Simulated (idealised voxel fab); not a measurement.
Process module in this document: voxel self aligned vias
The cross-section shown here is cut; it is 240 nm wide and divided into square cells measuring 5 nm on a side.
Notation: cross-section as square-cell grid; stated in bands, top first, going down; one or more cell rows per band.
A band entry consists of two parts. The first gives the height of the band's top and the height of its bottom, in nm. The rest lists the band's materials from left to right, each with its width in nm. A single material labelled with the word "throughout" fills the band from edge to edge, and the word "blank" marks empty space.
Where do heights start? At 0: under that level the wafer as delivered is made of one material only. And the lowest band has no floor; it just carries on downward, as in "0 down".
A width such as "30->40" changes by the same amount from each row of cells to the next, from the band's top row to its bottom row.
No cell of the cross-section changed in a step that is given as "remains unaltered".
The label "Closed internal cavities" introduces a list of the empty spaces, 8 cells or larger, that have no open way up to the top; each entry in it reads width x height at distance, where the distance is taken from the left edge and all three are stated in nm.
after a step's settings: what the simulator itself notes on the step
overlay nm, on a step with a mask: how far to the right of its planned place the mask lay; to the left if negative

## Set out below are the planned steps of the process
- 1: RECEIVE: material Si
- 2: CONFORMAL_DEP: material SiO2, thk nm 15
- 3: CONFORMAL_DEP: material SiCN, thk nm 5
- 4: DIRECTIONAL_DEP: material lowk, thk nm 25
- 5: DIRECTIONAL_DEP: material aC, thk nm 15
- 6: PATTERN: tone open, mask id LINES, material resist, width nm 25, pitch nm 65, thk nm 35, overlay nm -15
- 7: DIRECTIONAL_ETCH: etch materials aC, depth nm 15
- 8: STRIP: etch materials resist
- 9: DIRECTIONAL_ETCH: etch materials lowk, depth nm 25
- 10: STRIP: etch materials aC
- 11: CONFORMAL_DEP: material TiN, thk nm 5
- 12: FILL_DEP: material W, thk nm 5
- 13: CMP: height nm 45
- 14: SELECTIVE_ETCH: etch materials W Ru TiN, depth nm 10
- 15: FILL_DEP: material SiN, thk nm 5
- 16: CMP: height nm 45
- 17: DIRECTIONAL_DEP: material lowk, thk nm 15
- 18: MASKED_ETCH: tone open, mask id VIAS, width nm 35, pitch nm 130, etch materials lowk, depth nm 15, overlay nm 0
- 19: MASKED_ETCH: tone open, mask id VIAS, width nm 35, pitch nm 130, etch materials SiN, depth nm 10, overlay nm 0
- 20: CONFORMAL_DEP: material TiN, thk nm 5
- 21: FILL_DEP: material Cu, thk nm 5
- 22: CMP: height nm 60
- 23: CONFORMAL_DEP: material SiCN, thk nm 5
The wafers in this document start out alike and differ in the overlay nm applied at step 6; the plan shows the value used for the first wafer.

## Step 1 complete: as-received cross-section of the first of several wafers
0 down  Si throughout
Closed internal cavities: none

## The figure below presents a cross-section of the first of several wafers at the conclusion of the module, following its last step, step 23
65 to 60  SiCN throughout
60 to 50  35 lowk, 5 TiN, 25 Cu, 5 TiN, 95 lowk, 5 TiN, 25 Cu, 5 TiN, 40 lowk
50 to 45  35 lowk, 5 TiN, 5 Cu, 25 TiN, 95 lowk, 5 TiN, 5 Cu, 25 TiN, 40 lowk
45 to 40  25 lowk, 10 SiN, 5 TiN, 5 Cu, 5 TiN, 40 lowk, 25 SiN, 40 lowk, 10 SiN, 5 TiN, 5 Cu, 5 TiN, 60 lowk
40 to 35  25 lowk, 10 SiN, 15 TiN, 40 lowk, 25 SiN, 40 lowk, 10 SiN, 15 TiN, 60 lowk
35 to 25  25 lowk, 5 TiN, 15 W, 5 TiN, 40 lowk, 5 TiN, 15 W, 5 TiN, 40 lowk, 5 TiN, 15 W, 5 TiN, 60 lowk
25 to 20  25 lowk, 25 TiN, 40 lowk, 25 TiN, 40 lowk, 25 TiN, 60 lowk
20 to 15  SiCN throughout
15 to 0  SiO2 throughout
0 down  Si throughout
Closed internal cavities: none

## Cross-section of the last wafer at end of module
65 to 60  SiCN throughout
60 to 50  35 lowk, 5 TiN, 25 Cu, 5 TiN, 95 lowk, 5 TiN, 25 Cu, 5 TiN, 40 lowk
50 to 45  35 lowk, 25 TiN, 5 Cu, 5 TiN, 95 lowk, 25 TiN, 5 Cu, 5 TiN, 40 lowk
45 to 40  55 lowk, 5 TiN, 5 Cu, 5 TiN, 10 SiN, 40 lowk, 25 SiN, 40 lowk, 5 TiN, 5 Cu, 5 TiN, 10 SiN, 30 lowk
40 to 35  55 lowk, 15 TiN, 10 SiN, 40 lowk, 25 SiN, 40 lowk, 15 TiN, 10 SiN, 30 lowk
35 to 25  55 lowk, 5 TiN, 15 W, 5 TiN, 40 lowk, 5 TiN, 15 W, 5 TiN, 40 lowk, 5 TiN, 15 W, 5 TiN, 30 lowk
25 to 20  55 lowk, 25 TiN, 40 lowk, 25 TiN, 40 lowk, 25 TiN, 30 lowk
20 to 15  SiCN throughout
15 to 0  SiO2 throughout
0 down  Si throughout
Closed internal cavities: none

## Every row in this table is a wafer at the end of the module, and it gives, for each of the materials, the cells that wafer has gained (+) or lost (-) since it was received, then its closed voids
overlay nm -15, +24 Cu, +96 SiCN, +18 SiN, +144 SiO2, +57 TiN, +18 W, +267 lowk, Closed internal cavities: none
overlay nm -10, +28 Cu, +96 SiCN, +14 SiN, +144 SiO2, +57 TiN, +18 W, +267 lowk, Closed internal cavities: none
overlay nm -5, +32 Cu, +96 SiCN, +10 SiN, +144 SiO2, +57 TiN, +18 W, +267 lowk, Closed internal cavities: none
overlay nm 0, +32 Cu, +96 SiCN, +10 SiN, +144 SiO2, +57 TiN, +18 W, +267 lowk, Closed internal cavities: none
overlay nm 5, +32 Cu, +96 SiCN, +10 SiN, +144 SiO2, +57 TiN, +18 W, +267 lowk, Closed internal cavities: none
overlay nm 10, +28 Cu, +96 SiCN, +14 SiN, +144 SiO2, +57 TiN, +18 W, +267 lowk, Closed internal cavities: none
overlay nm 15, +24 Cu, +96 SiCN, +18 SiN, +144 SiO2, +57 TiN, +18 W, +267 lowk, Closed internal cavities: none
